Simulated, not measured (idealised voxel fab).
Process module under the name voxel air gaps
Square cell edge 5 nm, section width 210 nm, ID cut.
In what follows, cross-sections appear as grids of square cells, described through bands that run from the top down, where every band is one or more rows of cells. It is stipulated that each band's entry specify, in nanometres, the height of the top of the band and then that of its bottom, followed by the materials of the band in left-to-right sequence, each together with its width in nanometres. A single material marked by the word "edge to edge" is understood to fill the band from edge to edge; the word "empty" is understood to denote empty space. Measure heights from 0. That's the level where, below it, the as-received wafer is all one material. The lowest band is bottomless and extends downward; write it as in "0 down". Quick explanation for "30 to 40": the width changes in equal steps down the rows of cells, from the first number in the band's top row to the second number in its bottom row. No cell of the cross-section changed in a step that is given as "remained unchanged". Basically, "Tabulated closed voids" tells you about the enclosed voids: empty spaces with no open way to the top, 8 cells or bigger, each written width x height at distance, where distance is from the left edge, all in nm. Heads up: the bit after the settings on a step's line is the simulator's remark on that step. What "overlay nm" on a step's line means: if the step has a mask, that mask lay this far to the right of its planned place, or, when the value is negative, to the left.
[The process steps that were planned are listed below]
1. RECEIVE, material Si
2. CONFORMAL_DEP, material SiO2, thk nm 10
3. CONFORMAL_DEP, material SiCN, thk nm 5
4. DIRECTIONAL_DEP, material SiO2, thk nm 35
5. PATTERN, tone open, mask id LINES, material resist, width nm 15, pitch nm 40, thk nm 15, overlay nm 0
6. DIRECTIONAL_ETCH, etch materials SiO2, depth nm 35
7. STRIP, etch materials resist
8. CONFORMAL_DEP, material TiN, thk nm 5
9. FILL_DEP, material Cu, thk nm 10
10. CMP, height nm 50
11. EPI, material Ru, thk nm 10
12. SELECTIVE_ETCH, etch materials SiO2, depth nm 45
13. CONFORMAL_DEP, material SiCN, thk nm 5
[The first of the two wafers, which ran as planned]
[Incoming wafer, cross-sectional view, post step 1]
> 0 down: Si edge to edge
> Tabulated closed voids: none
[Cross-section through the wafer, step 2 finished]
> 10 to 0: SiO2 edge to edge
> All layers under 0 are left as they were.
[Cross-section through the wafer, step 3 finished]
> 15 to 10: SiCN edge to edge
> All layers under 10 are left as they were.
[Cross-section through the wafer, step 4 finished]
> 50 to 15: SiO2 edge to edge
> All layers under 15 are left as they were.
[Cross-section through the wafer, step 5 finished]
> 65 to 50: resist=55; empty=15; resist=25; empty=15; resist=25; empty=15; resist=60
> All layers under 50 are left as they were.
[Cross-section through the wafer, step 6 finished]
> 65 to 50: resist=55; empty=15; resist=25; empty=15; resist=25; empty=15; resist=60
> 50 to 15: SiO2=55; empty=15; SiO2=25; empty=15; SiO2=25; empty=15; SiO2=60
> All layers under 15 are left as they were.
[Cross-section through the wafer, step 7 finished]
> 50 to 15: SiO2=55; empty=15; SiO2=25; empty=15; SiO2=25; empty=15; SiO2=60
> All layers under 15 are left as they were.
[Cross-section through the wafer, step 8 finished]
> 55 to 50: TiN=60; empty=5; TiN=35; empty=5; TiN=35; empty=5; TiN=65
> 50 to 20: SiO2=55; TiN=5; empty=5; TiN=5; SiO2=25; TiN=5; empty=5; TiN=5; SiO2=25; TiN=5; empty=5; TiN=5; SiO2=60
> 20 to 15: SiO2=55; TiN=15; SiO2=25; TiN=15; SiO2=25; TiN=15; SiO2=60
> All layers under 15 are left as they were.
[Cross-section through the wafer, step 9 finished]
> 65 to 55: Cu edge to edge
> 55 to 50: TiN=60; Cu=5; TiN=35; Cu=5; TiN=35; Cu=5; TiN=65
> 50 to 20: SiO2=55; TiN=5; Cu=5; TiN=5; SiO2=25; TiN=5; Cu=5; TiN=5; SiO2=25; TiN=5; Cu=5; TiN=5; SiO2=60
> All layers under 20 are left as they were.
[Cross-section through the wafer, step 10 finished]
> 50 to 20: SiO2=55; TiN=5; Cu=5; TiN=5; SiO2=25; TiN=5; Cu=5; TiN=5; SiO2=25; TiN=5; Cu=5; TiN=5; SiO2=60
> All layers under 20 are left as they were.
[Cross-section through the wafer, step 11 finished]
> 60 to 50: empty=45; Ru=35; empty=5; Ru=35; empty=5; Ru=35; empty=50
> All layers under 50 are left as they were.
[Cross-section through the wafer, step 12 finished]
> 60 to 50: empty=45; Ru=35; empty=5; Ru=35; empty=5; Ru=35; empty=50
> 50 to 20: empty=55; TiN=5; Cu=5; TiN=5; empty=25; TiN=5; Cu=5; TiN=5; empty=25; TiN=5; Cu=5; TiN=5; empty=60
> 20 to 15: empty=55; TiN=15; empty=25; TiN=15; empty=25; TiN=15; empty=60
> All layers under 15 are left as they were.
[Cross-section through the wafer, step 13 finished]
> 65 to 60: empty=40; SiCN=125; empty=45
> 60 to 50: empty=40; SiCN=5; Ru=35; SiCN=5; Ru=35; SiCN=5; Ru=35; SiCN=5; empty=45
> 50 to 45: empty=40; SiCN=15; TiN=5; Cu=5; TiN=5; SiCN=25; TiN=5; Cu=5; TiN=5; SiCN=25; TiN=5; Cu=5; TiN=5; SiCN=15; empty=45
> 45 to 20: empty=50; SiCN=5; TiN=5; Cu=5; TiN=5; SiCN=5; empty=15; SiCN=5; TiN=5; Cu=5; TiN=5; SiCN=5; empty=15; SiCN=5; TiN=5; Cu=5; TiN=5; SiCN=5; empty=55
> 20 to 15: SiCN=55; TiN=15; SiCN=25; TiN=15; SiCN=25; TiN=15; SiCN=60
> All layers under 15 are left as they were.
> Tabulated closed voids: 15 x 25 at 75; 15 x 25 at 115
[The second wafer: identical to the first at the outset and in its planned sequence, differing only in that one mistake was made during processing; up to and including step 4, its path is the first wafer's path]
[Second wafer: cross-section at the scheduled end of step 5]
> 65 to 50: empty=55; resist=15; empty=25; resist=15; empty=25; resist=15; empty=60
> All layers under 50 are left as they were.
[Second wafer: cross-section at the scheduled end of step 6]
> 65 to 50: empty=55; resist=15; empty=25; resist=15; empty=25; resist=15; empty=60
> 50 to 15: empty=55; SiO2=15; empty=25; SiO2=15; empty=25; SiO2=15; empty=60
> All layers under 15 are left as they were.
[Second wafer: cross-section at the scheduled end of step 7]
> 50 to 15: empty=55; SiO2=15; empty=25; SiO2=15; empty=25; SiO2=15; empty=60
> All layers under 15 are left as they were.
[Second wafer: cross-section at the scheduled end of step 8]
> 55 to 50: empty=50; TiN=25; empty=15; TiN=25; empty=15; TiN=25; empty=55
> 50 to 20: empty=50; TiN=5; SiO2=15; TiN=5; empty=15; TiN=5; SiO2=15; TiN=5; empty=15; TiN=5; SiO2=15; TiN=5; empty=55
> 20 to 15: TiN=55; SiO2=15; TiN=25; SiO2=15; TiN=25; SiO2=15; TiN=60
> All layers under 15 are left as they were.
[Second wafer: cross-section at the scheduled end of step 9]
> 65 to 55: Cu edge to edge
> 55 to 50: Cu=50; TiN=25; Cu=15; TiN=25; Cu=15; TiN=25; Cu=55
> 50 to 20: Cu=50; TiN=5; SiO2=15; TiN=5; Cu=15; TiN=5; SiO2=15; TiN=5; Cu=15; TiN=5; SiO2=15; TiN=5; Cu=55
> All layers under 20 are left as they were.
[Second wafer: cross-section at the scheduled end of step 10]
> 50 to 20: Cu=50; TiN=5; SiO2=15; TiN=5; Cu=15; TiN=5; SiO2=15; TiN=5; Cu=15; TiN=5; SiO2=15; TiN=5; Cu=55
> All layers under 20 are left as they were.
[Second wafer: cross-section at the scheduled end of step 11]
> 60 to 50: Ru edge to edge
> All layers under 50 are left as they were.
Second wafer: cross-section at the scheduled end of step 12: remained unchanged
[Second wafer: cross-section at the scheduled end of step 13]
> 65 to 60: SiCN edge to edge
> All layers under 60 are left as they were.
Deviation from plan: step 5 went in with a setting other than planned; the actual run was PATTERN, tone cover, mask id LINES, material resist, width nm 15, pitch nm 40, thk nm 15, overlay nm 0
at the end the second wafer has, in cells: +144 Cu | +42 Ru | -70 SiCN | +63 SiO2 | +24 TiN
The second wafer ends with 0 closed voids, and the first wafer ends with 2.
